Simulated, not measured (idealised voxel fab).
The process module presented herein is designated voxel transistor to metal.
Cross-section cut spans 270 nm and uses square cells 5 nm in size.
Just so we're on the same page, the cross-sections are grids of square cells, and they're listed out in bands top to bottom, each band one or more rows deep.
Read a band's entry like this: the first values are the height of its top and the height of its bottom in nm, and what follows is the sequence of materials from left to right, each with its width in nm. Note that "air" is empty space, and that a single material marked "everywhere" reaches across the band from edge to edge.
All heights in this document are referenced to 0, defined as the level beneath which the wafer, as received, consists entirely of one material. The lowest band is not bounded below; it extends indefinitely downward and is written in the form "0 -> down".
The width entry "30..40" should be interpreted row by row: the top row of cells in the band takes the first number, the bottom row takes the second number, and the change between adjacent rows is uniform throughout.
It should be understood that the words "nothing was modified", when stated for a given step, signify that the cross-section underwent no change in any of its cells during that step.
"Enclosed voids" lists enclosed empty spaces (at least 8 cells, no open path upward to the top), each as width x height at distance from the left edge, in nm.
Heads up: the bit after the settings on a step's line is the simulator's remark on that step.
overlay nm: mask right of planned place by this much (step with mask). Neg. = left.
Each of the pairs that make up the rest of this document says: here is the cross-section before one process step, here is the cross-section after it, drawn only down to the lowest band that changed, and here, under the pair, is the step lying between them with its settings. Different pairs may come from different runs of this module on the same starting wafer, so a pair continues from the pair above it only where its entry headed "Incoming structure" says so.

## Incoming structure
> 70 -> 65: 20 air | 15 TiN | 65 air | 15 TiN | 40 air | 15 TiN | 65 air | 15 TiN | 20 air
> 65 -> 40: W everywhere
> 40 -> 30: 20 SiO2 | 5 TiN | 5 W | 5 TiN | 65 SiO2 | 5 TiN | 5 W | 5 TiN | 40 SiO2 | 5 TiN | 5 W | 5 TiN | 65 SiO2 | 5 TiN | 5 W | 5 TiN | 20 SiO2
> 30 -> 20: 20 SiO2 | 5 TiN | 5 W | 5 TiN | 10 SiO2 | 5 SiN | 5 SiO2 | 25 SiCN | 5 SiO2 | 5 SiN | 10 SiO2 | 5 TiN | 5 W | 5 TiN | 40 SiO2 | 5 TiN | 5 W | 5 TiN | 10 SiO2 | 5 SiN | 5 SiO2 | 25 SiCN | 5 SiO2 | 5 SiN | 10 SiO2 | 5 TiN | 5 W | 5 TiN | 20 SiO2
> 20 -> 10: 20 SiO2 | 5 TiN | 5 W | 5 TiN | 10 SiO2 | 5 SiN | 5 SiO2 | 25 polySi | 5 SiO2 | 5 SiN | 10 SiO2 | 5 TiN | 5 W | 5 TiN | 40 SiO2 | 5 TiN | 5 W | 5 TiN | 10 SiO2 | 5 SiN | 5 SiO2 | 25 polySi | 5 SiO2 | 5 SiN | 10 SiO2 | 5 TiN | 5 W | 5 TiN | 20 SiO2
> 10 -> 5: 20 SiO2 | 15 TiN | 10 SiO2 | 5 SiN | 5 SiO2 | 25 polySi | 5 SiO2 | 5 SiN | 10 SiO2 | 15 TiN | 40 SiO2 | 15 TiN | 10 SiO2 | 5 SiN | 5 SiO2 | 25 polySi | 5 SiO2 | 5 SiN | 10 SiO2 | 15 TiN | 20 SiO2
> 5 -> -5: 20 SiO2 | 10 TiN | 15 pSi | 5 SiN | 5 SiO2 | 25 polySi | 5 SiO2 | 5 SiN | 15 pSi | 10 TiN | 40 SiO2 | 10 TiN | 15 pSi | 5 SiN | 5 SiO2 | 25 polySi | 5 SiO2 | 5 SiN | 15 pSi | 10 TiN | 20 SiO2
> -5 -> -10: 15 SiO2 | 30 pSi | 45 SiO2 | 30 pSi | 30 SiO2 | 30 pSi | 45 SiO2 | 30 pSi | 15 SiO2
> -10 -> -20: 20 SiO2 | 25 pSi | 45 Si | 25 pSi | 40 SiO2 | 25 pSi | 45 Si | 25 pSi | 20 SiO2
> -20 -> -45: 20 SiO2 | 95 Si | 40 SiO2 | 95 Si | 20 SiO2
> -45 -> down: Si everywhere
> Enclosed voids: none

## State After Step
> 75 -> 70: 15 air | 25 SiCN | 55 air | 25 SiCN | 30 air | 25 SiCN | 55 air | 25 SiCN | 15 air
> 70 -> 65: 20 SiCN | 15 TiN | 65 SiCN | 15 TiN | 40 SiCN | 15 TiN | 65 SiCN | 15 TiN | 20 SiCN
> Below 65, no change.
> Enclosed voids: none
The process step bridging the two cross-sections above: op CONFORMAL_DEP | material SiCN | thk nm 5

Incoming structure: Please consult the pair immediately above; the cross-section it shows after its step is the state before this step.

## State After Step
> 80 -> 75: SiO2 everywhere
> 75 -> 70: 15 SiO2 | 25 SiCN | 55 SiO2 | 25 SiCN | 30 SiO2 | 25 SiCN | 55 SiO2 | 25 SiCN | 15 SiO2
> Below 70, no change.
> Enclosed voids: none
The process step bridging the two cross-sections above: op FILL_DEP | material SiO2 | thk nm 5

Incoming structure: Please consult the pair immediately above; the cross-section it shows after its step is the state before this step.

## State After Step
> 70 -> 65: 20 SiCN | 15 TiN | 65 SiCN | 15 TiN | 40 SiCN | 15 TiN | 65 SiCN | 15 TiN | 20 SiCN
> Below 65, no change.
> Enclosed voids: none
The process step bridging the two cross-sections above: op CMP | height nm 70

Incoming structure: Please consult the pair immediately above; the cross-section it shows after its step is the state before this step.

## State After Step
> 75 -> 70: SiCN everywhere
> Below 70, no change.
> Enclosed voids: none
The process step bridging the two cross-sections above: op CONFORMAL_DEP | material SiCN | thk nm 5

## Incoming structure
> 30 -> 25: 45 air | 5 SiN | 5 air | 25 SiCN | 5 air | 5 SiN | 90 air | 5 SiN | 5 air | 25 SiCN | 5 air | 5 SiN | 45 air
> 25 -> 20: 45 air | 5 SiN | 5 SiO2 | 25 SiCN | 5 SiO2 | 5 SiN | 90 air | 5 SiN | 5 SiO2 | 25 SiCN | 5 SiO2 | 5 SiN | 45 air
> 20 -> -5: 45 air | 5 SiN | 5 SiO2 | 25 polySi | 5 SiO2 | 5 SiN | 90 air | 5 SiN | 5 SiO2 | 25 polySi | 5 SiO2 | 5 SiN | 45 air
> -5 -> -10: 45 air | 45 SiO2 | 90 air | 45 SiO2 | 45 air
> -10 -> -20: 20 SiO2 | 25 air | 45 Si | 25 air | 40 SiO2 | 25 air | 45 Si | 25 air | 20 SiO2
> -20 -> -45: 20 SiO2 | 95 Si | 40 SiO2 | 95 Si | 20 SiO2
> -45 -> down: Si everywhere
> Enclosed voids: none

## State After Step
> 30 -> 25: 45 air | 5 SiN | 5 air | 25 SiCN | 5 air | 5 SiN | 90 air | 5 SiN | 5 air | 25 SiCN | 5 air | 5 SiN | 45 air
> 25 -> 20: 45 air | 5 SiN | 5 SiO2 | 25 SiCN | 5 SiO2 | 5 SiN | 90 air | 5 SiN | 5 SiO2 | 25 SiCN | 5 SiO2 | 5 SiN | 45 air
> 20 -> 10: 45 air | 5 SiN | 5 SiO2 | 25 polySi | 5 SiO2 | 5 SiN | 90 air | 5 SiN | 5 SiO2 | 25 polySi | 5 SiO2 | 5 SiN | 45 air
> 10 -> 0: 25 air | 20 pSi | 5 SiN | 5 SiO2 | 25 polySi | 5 SiO2 | 5 SiN | 20 pSi | 50 air | 20 pSi | 5 SiN | 5 SiO2 | 25 polySi | 5 SiO2 | 5 SiN | 20 pSi | 25 air
> 0 -> -5: 10 air | 35 pSi | 5 SiN | 5 SiO2 | 25 polySi | 5 SiO2 | 5 SiN | 35 pSi | 20 air | 35 pSi | 5 SiN | 5 SiO2 | 25 polySi | 5 SiO2 | 5 SiN | 35 pSi | 10 air
> -5 -> -10: 10 air | 35 pSi | 45 SiO2 | 35 pSi | 20 air | 35 pSi | 45 SiO2 | 35 pSi | 10 air
> -10 -> -20: 20 SiO2 | 25 pSi | 45 Si | 25 pSi | 40 SiO2 | 25 pSi | 45 Si | 25 pSi | 20 SiO2
> Below -20, no change.
> Enclosed voids: none
The process step bridging the two cross-sections above: op EPI | material pSi | thk nm 20

Incoming structure: Please consult the pair immediately above; the cross-section it shows after its step is the state before this step.

## State After Step
> 35 -> 30: SiO2 everywhere
> 30 -> 20: 45 SiO2 | 5 SiN | 5 SiO2 | 25 SiCN | 5 SiO2 | 5 SiN | 90 SiO2 | 5 SiN | 5 SiO2 | 25 SiCN | 5 SiO2 | 5 SiN | 45 SiO2
> 20 -> 10: 45 SiO2 | 5 SiN | 5 SiO2 | 25 polySi | 5 SiO2 | 5 SiN | 90 SiO2 | 5 SiN | 5 SiO2 | 25 polySi | 5 SiO2 | 5 SiN | 45 SiO2
> 10 -> 0: 25 SiO2 | 20 pSi | 5 SiN | 5 SiO2 | 25 polySi | 5 SiO2 | 5 SiN | 20 pSi | 50 SiO2 | 20 pSi | 5 SiN | 5 SiO2 | 25 polySi | 5 SiO2 | 5 SiN | 20 pSi | 25 SiO2
> 0 -> -5: 10 SiO2 | 35 pSi | 5 SiN | 5 SiO2 | 25 polySi | 5 SiO2 | 5 SiN | 35 pSi | 20 SiO2 | 35 pSi | 5 SiN | 5 SiO2 | 25 polySi | 5 SiO2 | 5 SiN | 35 pSi | 10 SiO2
> -5 -> -10: 10 SiO2 | 35 pSi | 45 SiO2 | 35 pSi | 20 SiO2 | 35 pSi | 45 SiO2 | 35 pSi | 10 SiO2
> Below -10, no change.
> Enclosed voids: none
The process step bridging the two cross-sections above: op FILL_DEP | material SiO2 | thk nm 5

Incoming structure: Please consult the pair immediately above; the cross-section it shows after its step is the state before this step.

## State After Step
> 30 -> 20: 45 SiO2 | 5 SiN | 5 SiO2 | 25 SiCN | 5 SiO2 | 5 SiN | 90 SiO2 | 5 SiN | 5 SiO2 | 25 SiCN | 5 SiO2 | 5 SiN | 45 SiO2
> Below 20, no change.
> Enclosed voids: none
The process step bridging the two cross-sections above: op CMP | height nm 30

Incoming structure: Please consult the pair immediately above; the cross-section it shows after its step is the state before this step.

## State After Step
> 40 -> 30: SiO2 everywhere
> Below 30, no change.
> Enclosed voids: none
The process step bridging the two cross-sections above: op DIRECTIONAL_DEP | material SiO2 | thk nm 10

Incoming structure: Please consult the pair immediately above; the cross-section it shows after its step is the state before this step.

## State After Step
> 40 -> 30: 20 SiO2 | 15 air | 65 SiO2 | 15 air | 40 SiO2 | 15 air | 65 SiO2 | 15 air | 20 SiO2
> 30 -> 20: 20 SiO2 | 15 air | 10 SiO2 | 5 SiN | 5 SiO2 | 25 SiCN | 5 SiO2 | 5 SiN | 10 SiO2 | 15 air | 40 SiO2 | 15 air | 10 SiO2 | 5 SiN | 5 SiO2 | 25 SiCN | 5 SiO2 | 5 SiN | 10 SiO2 | 15 air | 20 SiO2
> 20 -> 10: 20 SiO2 | 15 air | 10 SiO2 | 5 SiN | 5 SiO2 | 25 polySi | 5 SiO2 | 5 SiN | 10 SiO2 | 15 air | 40 SiO2 | 15 air | 10 SiO2 | 5 SiN | 5 SiO2 | 25 polySi | 5 SiO2 | 5 SiN | 10 SiO2 | 15 air | 20 SiO2
> 10 -> 0: 20 SiO2 | 5 air | 20 pSi | 5 SiN | 5 SiO2 | 25 polySi | 5 SiO2 | 5 SiN | 20 pSi | 5 air | 40 SiO2 | 5 air | 20 pSi | 5 SiN | 5 SiO2 | 25 polySi | 5 SiO2 | 5 SiN | 20 pSi | 5 air | 20 SiO2
> Below 0, no change.
> Enclosed voids: none
The process step bridging the two cross-sections above: op MASKED_ETCH | tone open | mask id CONTACT | width nm 15 | etch materials SiO2 | depth nm 45 | overlay nm 0

Incoming structure: Please consult the pair immediately above; the cross-section it shows after its step is the state before this step.

## State After Step
> 45 -> 40: 25 TiN | 5 air | 75 TiN | 5 air | 50 TiN | 5 air | 75 TiN | 5 air | 25 TiN
> 40 -> 30: 20 SiO2 | 5 TiN | 5 air | 5 TiN | 65 SiO2 | 5 TiN | 5 air | 5 TiN | 40 SiO2 | 5 TiN | 5 air | 5 TiN | 65 SiO2 | 5 TiN | 5 air | 5 TiN | 20 SiO2
> 30 -> 20: 20 SiO2 | 5 TiN | 5 air | 5 TiN | 10 SiO2 | 5 SiN | 5 SiO2 | 25 SiCN | 5 SiO2 | 5 SiN | 10 SiO2 | 5 TiN | 5 air | 5 TiN | 40 SiO2 | 5 TiN | 5 air | 5 TiN | 10 SiO2 | 5 SiN | 5 SiO2 | 25 SiCN | 5 SiO2 | 5 SiN | 10 SiO2 | 5 TiN | 5 air | 5 TiN | 20 SiO2
> 20 -> 15: 20 SiO2 | 5 TiN | 5 air | 5 TiN | 10 SiO2 | 5 SiN | 5 SiO2 | 25 polySi | 5 SiO2 | 5 SiN | 10 SiO2 | 5 TiN | 5 air | 5 TiN | 40 SiO2 | 5 TiN | 5 air | 5 TiN | 10 SiO2 | 5 SiN | 5 SiO2 | 25 polySi | 5 SiO2 | 5 SiN | 10 SiO2 | 5 TiN | 5 air | 5 TiN | 20 SiO2
> 15 -> 10: 20 SiO2 | 15 TiN | 10 SiO2 | 5 SiN | 5 SiO2 | 25 polySi | 5 SiO2 | 5 SiN | 10 SiO2 | 15 TiN | 40 SiO2 | 15 TiN | 10 SiO2 | 5 SiN | 5 SiO2 | 25 polySi | 5 SiO2 | 5 SiN | 10 SiO2 | 15 TiN | 20 SiO2
> 10 -> 0: 20 SiO2 | 5 TiN | 20 pSi | 5 SiN | 5 SiO2 | 25 polySi | 5 SiO2 | 5 SiN | 20 pSi | 5 TiN | 40 SiO2 | 5 TiN | 20 pSi | 5 SiN | 5 SiO2 | 25 polySi | 5 SiO2 | 5 SiN | 20 pSi | 5 TiN | 20 SiO2
> Below 0, no change.
> Enclosed voids: none
The process step bridging the two cross-sections above: op CONFORMAL_DEP | material TiN | thk nm 5

Incoming structure: Please consult the pair immediately above; the cross-section it shows after its step is the state before this step.

## State After Step
> 55 -> 45: W everywhere
> 45 -> 40: 25 TiN | 5 W | 75 TiN | 5 W | 50 TiN | 5 W | 75 TiN | 5 W | 25 TiN
> 40 -> 30: 20 SiO2 | 5 TiN | 5 W | 5 TiN | 65 SiO2 | 5 TiN | 5 W | 5 TiN | 40 SiO2 | 5 TiN | 5 W | 5 TiN | 65 SiO2 | 5 TiN | 5 W | 5 TiN | 20 SiO2
> 30 -> 20: 20 SiO2 | 5 TiN | 5 W | 5 TiN | 10 SiO2 | 5 SiN | 5 SiO2 | 25 SiCN | 5 SiO2 | 5 SiN | 10 SiO2 | 5 TiN | 5 W | 5 TiN | 40 SiO2 | 5 TiN | 5 W | 5 TiN | 10 SiO2 | 5 SiN | 5 SiO2 | 25 SiCN | 5 SiO2 | 5 SiN | 10 SiO2 | 5 TiN | 5 W | 5 TiN | 20 SiO2
> 20 -> 15: 20 SiO2 | 5 TiN | 5 W | 5 TiN | 10 SiO2 | 5 SiN | 5 SiO2 | 25 polySi | 5 SiO2 | 5 SiN | 10 SiO2 | 5 TiN | 5 W | 5 TiN | 40 SiO2 | 5 TiN | 5 W | 5 TiN | 10 SiO2 | 5 SiN | 5 SiO2 | 25 polySi | 5 SiO2 | 5 SiN | 10 SiO2 | 5 TiN | 5 W | 5 TiN | 20 SiO2
> Below 15, no change.
> Enclosed voids: none
The process step bridging the two cross-sections above: op FILL_DEP | material W | thk nm 10

Incoming structure: Please consult the pair immediately above; the cross-section it shows after its step is the state before this step.

## State After Step
> 40 -> 30: 20 SiO2 | 5 TiN | 5 W | 5 TiN | 65 SiO2 | 5 TiN | 5 W | 5 TiN | 40 SiO2 | 5 TiN | 5 W | 5 TiN | 65 SiO2 | 5 TiN | 5 W | 5 TiN | 20 SiO2
> Below 30, no change.
> Enclosed voids: none
The process step bridging the two cross-sections above: op CMP | height nm 40

Incoming structure: Please consult the pair immediately above; the cross-section it shows after its step is the state before this step.

## State After Step
> 45 -> 40: TiN everywhere
> Below 40, no change.
> Enclosed voids: none
The process step bridging the two cross-sections above: op DIRECTIONAL_DEP | material TiN | thk nm 5

Incoming structure: Please consult the pair immediately above; the cross-section it shows after its step is the state before this step.

## State After Step
> 70 -> 45: W everywhere
> Below 45, no change.
> Enclosed voids: none
The process step bridging the two cross-sections above: op DIRECTIONAL_DEP | material W | thk nm 25

Incoming structure: Please consult the pair immediately above; the cross-section it shows after its step is the state before this step.

## State After Step
> 90 -> 70: 20 air | 15 resist | 65 air | 15 resist | 40 air | 15 resist | 65 air | 15 resist | 20 air
> Below 70, no change.
> Enclosed voids: none
The process step bridging the two cross-sections above: op PATTERN | tone cover | mask id METAL_1 | material resist | width nm 15 | thk nm 20 | overlay nm 0

Incoming structure: Please consult the pair immediately above; the cross-section it shows after its step is the state before this step.

## State After Step
> 90 -> 70: 20 air | 15 resist | 65 air | 15 resist | 40 air | 15 resist | 65 air | 15 resist | 20 air
> 70 -> 45: 20 air | 15 W | 65 air | 15 W | 40 air | 15 W | 65 air | 15 W | 20 air
> Below 45, no change.
> Enclosed voids: none
The process step bridging the two cross-sections above: op DIRECTIONAL_ETCH | etch materials W | depth nm 25

Incoming structure: Please consult the pair immediately above; the cross-section it shows after its step is the state before this step.

## State After Step
> 90 -> 70: 20 air | 15 resist | 65 air | 15 resist | 40 air | 15 resist | 65 air | 15 resist | 20 air
> 70 -> 45: 20 air | 15 W | 65 air | 15 W | 40 air | 15 W | 65 air | 15 W | 20 air
> 45 -> 40: 20 air | 15 TiN | 65 air | 15 TiN | 40 air | 15 TiN | 65 air | 15 TiN | 20 air
> Below 40, no change.
> Enclosed voids: none
The process step bridging the two cross-sections above: op DIRECTIONAL_ETCH | etch materials TiN | depth nm 5

Incoming structure: Please consult the pair immediately above; the cross-section it shows after its step is the state before this step.

## State After Step
> 70 -> 45: 20 air | 15 W | 65 air | 15 W | 40 air | 15 W | 65 air | 15 W | 20 air
> Below 45, no change.
> Enclosed voids: none
The process step bridging the two cross-sections above: op STRIP | etch materials resist

Incoming structure: Please consult the pair immediately above; the cross-section it shows after its step is the state before this step.

## State After Step
> 75 -> 70: 15 air | 25 SiCN | 55 air | 25 SiCN | 30 air | 25 SiCN | 55 air | 25 SiCN | 15 air
> 70 -> 45: 15 air | 5 SiCN | 15 W | 5 SiCN | 55 air | 5 SiCN | 15 W | 5 SiCN | 30 air | 5 SiCN | 15 W | 5 SiCN | 55 air | 5 SiCN | 15 W | 5 SiCN | 15 air
> 45 -> 40: 20 SiCN | 15 TiN | 65 SiCN | 15 TiN | 40 SiCN | 15 TiN | 65 SiCN | 15 TiN | 20 SiCN
> Below 40, no change.
> Enclosed voids: none
The process step bridging the two cross-sections above: op CONFORMAL_DEP | material SiCN | thk nm 5

Incoming structure: Please consult the pair immediately above; the cross-section it shows after its step is the state before this step.

## State After Step
> 80 -> 75: SiO2 everywhere
> 75 -> 70: 15 SiO2 | 25 SiCN | 55 SiO2 | 25 SiCN | 30 SiO2 | 25 SiCN | 55 SiO2 | 25 SiCN | 15 SiO2
> 70 -> 45: 15 SiO2 | 5 SiCN | 15 W | 5 SiCN | 55 SiO2 | 5 SiCN | 15 W | 5 SiCN | 30 SiO2 | 5 SiCN | 15 W | 5 SiCN | 55 SiO2 | 5 SiCN | 15 W | 5 SiCN | 15 SiO2
> Below 45, no change.
> Enclosed voids: none
The process step bridging the two cross-sections above: op FILL_DEP | material SiO2 | thk nm 5

Incoming structure: Please consult the pair immediately above; the cross-section it shows after its step is the state before this step.

## State After Step
> 70 -> 45: 15 SiO2 | 5 SiCN | 15 W | 5 SiCN | 55 SiO2 | 5 SiCN | 15 W | 5 SiCN | 30 SiO2 | 5 SiCN | 15 W | 5 SiCN | 55 SiO2 | 5 SiCN | 15 W | 5 SiCN | 15 SiO2
> Below 45, no change.
> Enclosed voids: none
The process step bridging the two cross-sections above: op CMP | height nm 70

Incoming structure: Please consult the pair immediately above; the cross-section it shows after its step is the state before this step.

## State After Step
> 75 -> 70: SiCN everywhere
> Below 70, no change.
> Enclosed voids: none
The process step bridging the two cross-sections above: op CONFORMAL_DEP | material SiCN | thk nm 5

## Incoming structure
> 70 -> 45: W everywhere
> 45 -> 40: TiN everywhere
> 40 -> 30: 20 SiO2 | 5 TiN | 5 W | 5 TiN | 65 SiO2 | 5 TiN | 5 W | 5 TiN | 40 SiO2 | 5 TiN | 5 W | 5 TiN | 65 SiO2 | 5 TiN | 5 W | 5 TiN | 20 SiO2
> 30 -> 20: 20 SiO2 | 5 TiN | 5 W | 5 TiN | 10 SiO2 | 5 SiN | 5 SiO2 | 25 SiCN | 5 SiO2 | 5 SiN | 10 SiO2 | 5 TiN | 5 W | 5 TiN | 40 SiO2 | 5 TiN | 5 W | 5 TiN | 10 SiO2 | 5 SiN | 5 SiO2 | 25 SiCN | 5 SiO2 | 5 SiN | 10 SiO2 | 5 TiN | 5 W | 5 TiN | 20 SiO2
> 20 -> 10: 20 SiO2 | 5 TiN | 5 W | 5 TiN | 10 SiO2 | 5 SiN | 5 SiO2 | 25 polySi | 5 SiO2 | 5 SiN | 10 SiO2 | 5 TiN | 5 W | 5 TiN | 40 SiO2 | 5 TiN | 5 W | 5 TiN | 10 SiO2 | 5 SiN | 5 SiO2 | 25 polySi | 5 SiO2 | 5 SiN | 10 SiO2 | 5 TiN | 5 W | 5 TiN | 20 SiO2
> 10 -> 5: 20 SiO2 | 15 TiN | 10 SiO2 | 5 SiN | 5 SiO2 | 25 polySi | 5 SiO2 | 5 SiN | 10 SiO2 | 15 TiN | 40 SiO2 | 15 TiN | 10 SiO2 | 5 SiN | 5 SiO2 | 25 polySi | 5 SiO2 | 5 SiN | 10 SiO2 | 15 TiN | 20 SiO2
> 5 -> -5: 20 SiO2 | 10 TiN | 15 pSi | 5 SiN | 5 SiO2 | 25 polySi | 5 SiO2 | 5 SiN | 15 pSi | 10 TiN | 40 SiO2 | 10 TiN | 15 pSi | 5 SiN | 5 SiO2 | 25 polySi | 5 SiO2 | 5 SiN | 15 pSi | 10 TiN | 20 SiO2
> -5 -> -10: 15 SiO2 | 30 pSi | 45 SiO2 | 30 pSi | 30 SiO2 | 30 pSi | 45 SiO2 | 30 pSi | 15 SiO2
> -10 -> -20: 20 SiO2 | 25 pSi | 45 Si | 25 pSi | 40 SiO2 | 25 pSi | 45 Si | 25 pSi | 20 SiO2
> -20 -> -45: 20 SiO2 | 95 Si | 40 SiO2 | 95 Si | 20 SiO2
> -45 -> down: Si everywhere
> Enclosed voids: none

## State After Step
> 90 -> 70: 20 air | 20 resist | 60 air | 20 resist | 35 air | 20 resist | 60 air | 20 resist | 15 air
> Below 70, no change.
> Enclosed voids: none
The process step bridging the two cross-sections above: op PATTERN | tone cover | mask id METAL_1 | material resist | width nm 20 | thk nm 20 | overlay nm 0

Incoming structure: Please consult the pair immediately above; the cross-section it shows after its step is the state before this step.

## State After Step
> 90 -> 70: 20 air | 20 resist | 60 air | 20 resist | 35 air | 20 resist | 60 air | 20 resist | 15 air
> 70 -> 45: 20 air | 20 W | 60 air | 20 W | 35 air | 20 W | 60 air | 20 W | 15 air
> Below 45, no change.
> Enclosed voids: none
The process step bridging the two cross-sections above: op DIRECTIONAL_ETCH | etch materials W | depth nm 25

Incoming structure: Please consult the pair immediately above; the cross-section it shows after its step is the state before this step.

## State After Step
> 90 -> 70: 20 air | 20 resist | 60 air | 20 resist | 35 air | 20 resist | 60 air | 20 resist | 15 air
> 70 -> 45: 20 air | 20 W | 60 air | 20 W | 35 air | 20 W | 60 air | 20 W | 15 air
> 45 -> 40: 20 air | 20 TiN | 60 air | 20 TiN | 35 air | 20 TiN | 60 air | 20 TiN | 15 air
> Below 40, no change.
> Enclosed voids: none
The process step bridging the two cross-sections above: op DIRECTIONAL_ETCH | etch materials TiN | depth nm 5

Incoming structure: Please consult the pair immediately above; the cross-section it shows after its step is the state before this step.

## State After Step
> 70 -> 45: 20 air | 20 W | 60 air | 20 W | 35 air | 20 W | 60 air | 20 W | 15 air
> Below 45, no change.
> Enclosed voids: none
The process step bridging the two cross-sections above: op STRIP | etch materials resist

Incoming structure: Please consult the pair immediately above; the cross-section it shows after its step is the state before this step.

## State After Step
> 75 -> 70: 15 air | 30 SiCN | 50 air | 30 SiCN | 25 air | 30 SiCN | 50 air | 30 SiCN | 10 air
> 70 -> 45: 15 air | 5 SiCN | 20 W | 5 SiCN | 50 air | 5 SiCN | 20 W | 5 SiCN | 25 air | 5 SiCN | 20 W | 5 SiCN | 50 air | 5 SiCN | 20 W | 5 SiCN | 10 air
> 45 -> 40: 20 SiCN | 20 TiN | 60 SiCN | 20 TiN | 35 SiCN | 20 TiN | 60 SiCN | 20 TiN | 15 SiCN
> Below 40, no change.
> Enclosed voids: none
The process step bridging the two cross-sections above: op CONFORMAL_DEP | material SiCN | thk nm 5

Incoming structure: Please consult the pair immediately above; the cross-section it shows after its step is the state before this step.

## State After Step
> 80 -> 75: SiO2 everywhere
> 75 -> 70: 15 SiO2 | 30 SiCN | 50 SiO2 | 30 SiCN | 25 SiO2 | 30 SiCN | 50 SiO2 | 30 SiCN | 10 SiO2
> 70 -> 45: 15 SiO2 | 5 SiCN | 20 W | 5 SiCN | 50 SiO2 | 5 SiCN | 20 W | 5 SiCN | 25 SiO2 | 5 SiCN | 20 W | 5 SiCN | 50 SiO2 | 5 SiCN | 20 W | 5 SiCN | 10 SiO2
> Below 45, no change.
> Enclosed voids: none
The process step bridging the two cross-sections above: op FILL_DEP | material SiO2 | thk nm 5

Incoming structure: Please consult the pair immediately above; the cross-section it shows after its step is the state before this step.

## State After Step
> 70 -> 45: 15 SiO2 | 5 SiCN | 20 W | 5 SiCN | 50 SiO2 | 5 SiCN | 20 W | 5 SiCN | 25 SiO2 | 5 SiCN | 20 W | 5 SiCN | 50 SiO2 | 5 SiCN | 20 W | 5 SiCN | 10 SiO2
> Below 45, no change.
> Enclosed voids: none
The process step bridging the two cross-sections above: op CMP | height nm 70

Incoming structure: Please consult the pair immediately above; the cross-section it shows after its step is the state before this step.

## State After Step
> 75 -> 70: SiCN everywhere
> Below 70, no change.
> Enclosed voids: none
The process step bridging the two cross-sections above: op CONFORMAL_DEP | material SiCN | thk nm 5

## Incoming structure
> 70 -> 45: W everywhere
> 45 -> 40: TiN everywhere
> 40 -> 30: 20 SiO2 | 5 TiN | 5 W | 5 TiN | 65 SiO2 | 5 TiN | 5 W | 5 TiN | 40 SiO2 | 5 TiN | 5 W | 5 TiN | 65 SiO2 | 5 TiN | 5 W | 5 TiN | 20 SiO2
> 30 -> 20: 20 SiO2 | 5 TiN | 5 W | 5 TiN | 10 SiO2 | 5 SiN | 5 SiO2 | 25 SiCN | 5 SiO2 | 5 SiN | 10 SiO2 | 5 TiN | 5 W | 5 TiN | 40 SiO2 | 5 TiN | 5 W | 5 TiN | 10 SiO2 | 5 SiN | 5 SiO2 | 25 SiCN | 5 SiO2 | 5 SiN | 10 SiO2 | 5 TiN | 5 W | 5 TiN | 20 SiO2
> 20 -> 10: 20 SiO2 | 5 TiN | 5 W | 5 TiN | 10 SiO2 | 5 SiN | 5 SiO2 | 25 polySi | 5 SiO2 | 5 SiN | 10 SiO2 | 5 TiN | 5 W | 5 TiN | 40 SiO2 | 5 TiN | 5 W | 5 TiN | 10 SiO2 | 5 SiN | 5 SiO2 | 25 polySi | 5 SiO2 | 5 SiN | 10 SiO2 | 5 TiN | 5 W | 5 TiN | 20 SiO2
> 10 -> 5: 20 SiO2 | 15 TiN | 10 SiO2 | 5 SiN | 5 SiO2 | 25 polySi | 5 SiO2 | 5 SiN | 10 SiO2 | 15 TiN | 40 SiO2 | 15 TiN | 10 SiO2 | 5 SiN | 5 SiO2 | 25 polySi | 5 SiO2 | 5 SiN | 10 SiO2 | 15 TiN | 20 SiO2
> 5 -> -5: 20 SiO2 | 10 TiN | 15 pSi | 5 SiN | 5 SiO2 | 25 polySi | 5 SiO2 | 5 SiN | 15 pSi | 10 TiN | 40 SiO2 | 10 TiN | 15 pSi | 5 SiN | 5 SiO2 | 25 polySi | 5 SiO2 | 5 SiN | 15 pSi | 10 TiN | 20 SiO2
> -5 -> -10: 15 SiO2 | 30 pSi | 45 SiO2 | 30 pSi | 30 SiO2 | 30 pSi | 45 SiO2 | 30 pSi | 15 SiO2
> -10 -> -20: 20 SiO2 | 25 pSi | 45 Si | 25 pSi | 40 SiO2 | 25 pSi | 45 Si | 25 pSi | 20 SiO2
> -20 -> -45: 20 SiO2 | 95 Si | 40 SiO2 | 95 Si | 20 SiO2
> -45 -> down: Si everywhere
> Enclosed voids: none

## State After Step
> 90 -> 70: 15 air | 15 resist | 65 air | 15 resist | 40 air | 15 resist | 65 air | 15 resist | 25 air
> Below 70, no change.
> Enclosed voids: none
The process step bridging the two cross-sections above: op PATTERN | tone cover | mask id METAL_1 | material resist | width nm 15 | thk nm 20 | overlay nm -5

Incoming structure: Please consult the pair immediately above; the cross-section it shows after its step is the state before this step.

## State After Step
> 90 -> 70: 15 air | 15 resist | 65 air | 15 resist | 40 air | 15 resist | 65 air | 15 resist | 25 air
> 70 -> 45: 15 air | 15 W | 65 air | 15 W | 40 air | 15 W | 65 air | 15 W | 25 air
> Below 45, no change.
> Enclosed voids: none
The process step bridging the two cross-sections above: op DIRECTIONAL_ETCH | etch materials W | depth nm 25

Incoming structure: Please consult the pair immediately above; the cross-section it shows after its step is the state before this step.

## State After Step
> 90 -> 70: 15 air | 15 resist | 65 air | 15 resist | 40 air | 15 resist | 65 air | 15 resist | 25 air
> 70 -> 45: 15 air | 15 W | 65 air | 15 W | 40 air | 15 W | 65 air | 15 W | 25 air
> 45 -> 40: 15 air | 15 TiN | 65 air | 15 TiN | 40 air | 15 TiN | 65 air | 15 TiN | 25 air
> Below 40, no change.
> Enclosed voids: none
The process step bridging the two cross-sections above: op DIRECTIONAL_ETCH | etch materials TiN | depth nm 5

Incoming structure: Please consult the pair immediately above; the cross-section it shows after its step is the state before this step.

## State After Step
> 70 -> 45: 15 air | 15 W | 65 air | 15 W | 40 air | 15 W | 65 air | 15 W | 25 air
> Below 45, no change.
> Enclosed voids: none
The process step bridging the two cross-sections above: op STRIP | etch materials resist

Incoming structure: Please consult the pair immediately above; the cross-section it shows after its step is the state before this step.

## State After Step
> 75 -> 70: 10 air | 25 SiCN | 55 air | 25 SiCN | 30 air | 25 SiCN | 55 air | 25 SiCN | 20 air
> 70 -> 45: 10 air | 5 SiCN | 15 W | 5 SiCN | 55 air | 5 SiCN | 15 W | 5 SiCN | 30 air | 5 SiCN | 15 W | 5 SiCN | 55 air | 5 SiCN | 15 W | 5 SiCN | 20 air
> 45 -> 40: 15 SiCN | 15 TiN | 65 SiCN | 15 TiN | 40 SiCN | 15 TiN | 65 SiCN | 15 TiN | 25 SiCN
> Below 40, no change.
> Enclosed voids: none
The process step bridging the two cross-sections above: op CONFORMAL_DEP | material SiCN | thk nm 5
